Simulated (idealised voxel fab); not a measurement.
Presented below is a process module, voxel wiring stack.
Section cut is 160 nm wide and gridded with 5 nm square cells.
A cross-section is a grid of square cells, given in bands from the top down. A band is one or more rows of cells. Band: top height; bottom height; in nm. Then, left to right: material with width in nm, for each material. "throughout": a single material spanning edge to edge. "empty": empty space. The reference from which all heights are counted is 0, the level beneath which the as-received wafer is entirely one material; the lowest band, having no lower bound, proceeds downward and is written after the example "top 0, no bottom". You'd read "30..40" like this: the band's top row of cells is as wide as the first number, its bottom row is as wide as the second, and going down, every row changes width by the same amount as the row before did. "stayed the same", as given for a step, is the statement that not any cell of the cross-section underwent a change during that step. "Trapped void list" means: voids of 8 cells or more that are shut off from the top with no open way through. Written width x height at distance, distance from the left edge, in nm. If you see something after the settings on a step's line, that's the simulator's own remark about that step. A step's line can hold "overlay nm"; with a mask on that step, the setting says how far right of the planned place the mask lay, while a negative setting says it lay to the left.

**Planned process steps**
1,RECEIVE (material Si)
2,CONFORMAL_DEP (material SiO2; thk nm 15)
3,DIRECTIONAL_DEP (material TiN; thk nm 5)
4,DIRECTIONAL_DEP (material W; thk nm 25)
5,PATTERN (tone cover; mask id METAL_1; material resist; width nm 20; pitch nm 40; thk nm 20; overlay nm 0)
6,DIRECTIONAL_ETCH (etch materials W; depth nm 25)
7,DIRECTIONAL_ETCH (etch materials TiN; depth nm 5)
8,STRIP (etch materials resist)
9,FILL_DEP (material lowk; thk nm 10)
10,CMP (height nm 45)
11,CONFORMAL_DEP (material SiCN; thk nm 5)
12,DIRECTIONAL_DEP (material lowk; thk nm 30)
13,DIRECTIONAL_DEP (material aC; thk nm 15)
14,PATTERN (tone open; mask id METAL_2; material resist; width nm 20; pitch nm 40; thk nm 30; overlay nm 0)
15,DIRECTIONAL_ETCH (etch materials aC; depth nm 15)
16,STRIP (etch materials resist)
17,DIRECTIONAL_ETCH (etch materials lowk; depth nm 15)
18,STRIP (etch materials aC)
19,MASKED_ETCH (tone open; mask id METAL_2_HOLES; width nm 15; pitch nm 40; etch materials lowk; depth nm 15; overlay nm 0)
20,MASKED_ETCH (tone open; mask id METAL_2_HOLES; width nm 15; pitch nm 40; etch materials SiCN; depth nm 5; overlay nm 0)
21,CONFORMAL_DEP (material TiN; thk nm 5)
22,FILL_DEP (material Cu; thk nm 10)
23,CMP (height nm 80)
24,CONFORMAL_DEP (material SiN; thk nm 5)

**The cross-section here shows the wafer as received, i.e. in its state after step 1**
top 0, no bottom = Si throughout
Trapped void list: none

**Final wafer profile in cross-section after the module, from the same start and plan as above, with one mistake made during processing**
top 85, bottom 80 = SiN throughout
top 80, bottom 70 = lowk (40), TiN (5), Cu (20), TiN (5), lowk (10), TiN (5), Cu (20), TiN (5), lowk (50)
top 70, bottom 65 = lowk (40), TiN (30), lowk (10), TiN (30), lowk (50)
top 65, bottom 50 = lowk (50), TiN (5), lowk (35), TiN (5), lowk (65)
top 50, bottom 45 = SiCN (50), TiN (5), SiCN (35), TiN (5), SiCN (65)
top 45, bottom 20 = lowk (50), W (20), lowk (20), W (20), lowk (50)
top 20, bottom 15 = lowk (50), TiN (20), lowk (20), TiN (20), lowk (50)
top 15, bottom 0 = SiO2 throughout
top 0, no bottom = Si throughout
Trapped void list: none
Run error: heads up, step 19 didn't go per plan, it actually ran as MASKED_ETCH (tone open; mask id METAL_2_HOLES; width nm 15; pitch nm 40; etch materials lowk; depth nm 15; overlay nm -10)
